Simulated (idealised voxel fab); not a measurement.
Process module, titled voxel spacer lines
Cross-section cut spans 280 nm and uses square cells 5 nm in size.
Bands, listed from the top down, are how a cross-section gets written in this document; the cross-section itself is a grid of square cells, and a band is one or more rows of them. In this notation a band is specified by the heights of its top and bottom, in that order and in nm, after which its materials appear from left to right, each paired with its width in nm. The word "all across" attached to a single material means that material fills the band from edge to edge; the word "blank" stands for empty space. Heights are reckoned from 0. Under this level, the received wafer is all of one material. The bottommost band is open-ended downward, for example "0 and below". Think of "30..40" as a width that walks from the first number to the second as you go down the band, top row to bottom row, taking equal-sized steps from row to row. Basically "nothing altered" means that step didn't change any cell in the cross-section. Heads up: "Non-vented voids" only lists the empty pockets with no open path to the top that are 8 cells or more, and it writes them as width x height at distance, distance from the left edge, in nm. It should be noted that, on the line of a given step, the content following the step's settings is a remark produced by the simulator itself with respect to that step. The "overlay nm" setting may appear on a step's line; for a step that uses a mask, it gives how far to the right of its planned position the mask lay, and a negative value indicates the left.
Listed below are the process steps as planned:
1) RECEIVE with material Si
2) CONFORMAL_DEP with material Al2O3, thk nm 5
3) DIRECTIONAL_DEP with material polySi, thk nm 10
4) DIRECTIONAL_DEP with material aC, thk nm 20
5) PATTERN with tone cover, mask id MANDREL, material resist, width nm 15, pitch nm 60, thk nm 30, overlay nm 0
6) DIRECTIONAL_ETCH with etch materials aC, depth nm 20
7) STRIP with etch materials resist
8) CONFORMAL_DEP with material SiO2, thk nm 15
9) DIRECTIONAL_ETCH with etch materials SiO2, depth nm 15
10) STRIP with etch materials aC
11) DIRECTIONAL_ETCH with etch materials polySi, depth nm 10
12) STRIP with etch materials SiO2
As-received state of the wafer in cross-section, equivalent to post-step 1:
    0 and below = Si all across
    Non-vented voids: none
Cross-section: first of two wafers, module finished, run according to plan:
    15 down to 5 = 55 nm blank, 15 nm polySi, 15 nm blank, 15 nm polySi, 15 nm blank, 15 nm polySi, 15 nm blank, 15 nm polySi, 15 nm blank, 15 nm polySi, 15 nm blank, 15 nm polySi, 60 nm blank
    5 down to 0 = Al2O3 all across
    0 and below = Si all across
    Non-vented voids: none
Same start, same plan as the first wafer - but one mistake in the run. Cross-section of the second of the two at the end of the module:
    15 down to 5 = 60 nm blank, 10 nm polySi, 15 nm blank, 10 nm polySi, 25 nm blank, 10 nm polySi, 15 nm blank, 10 nm polySi, 25 nm blank, 10 nm polySi, 15 nm blank, 10 nm polySi, 65 nm blank
    5 down to 0 = Al2O3 all across
    0 and below = Si all across
    Non-vented voids: none
Which mistake was made when the wafer was run? step 8 went in with a setting other than planned; the actual run was CONFORMAL_DEP with material SiO2, thk nm 10
End of process, cell counts, second wafer against first, materials with more or fewer: polySi -12
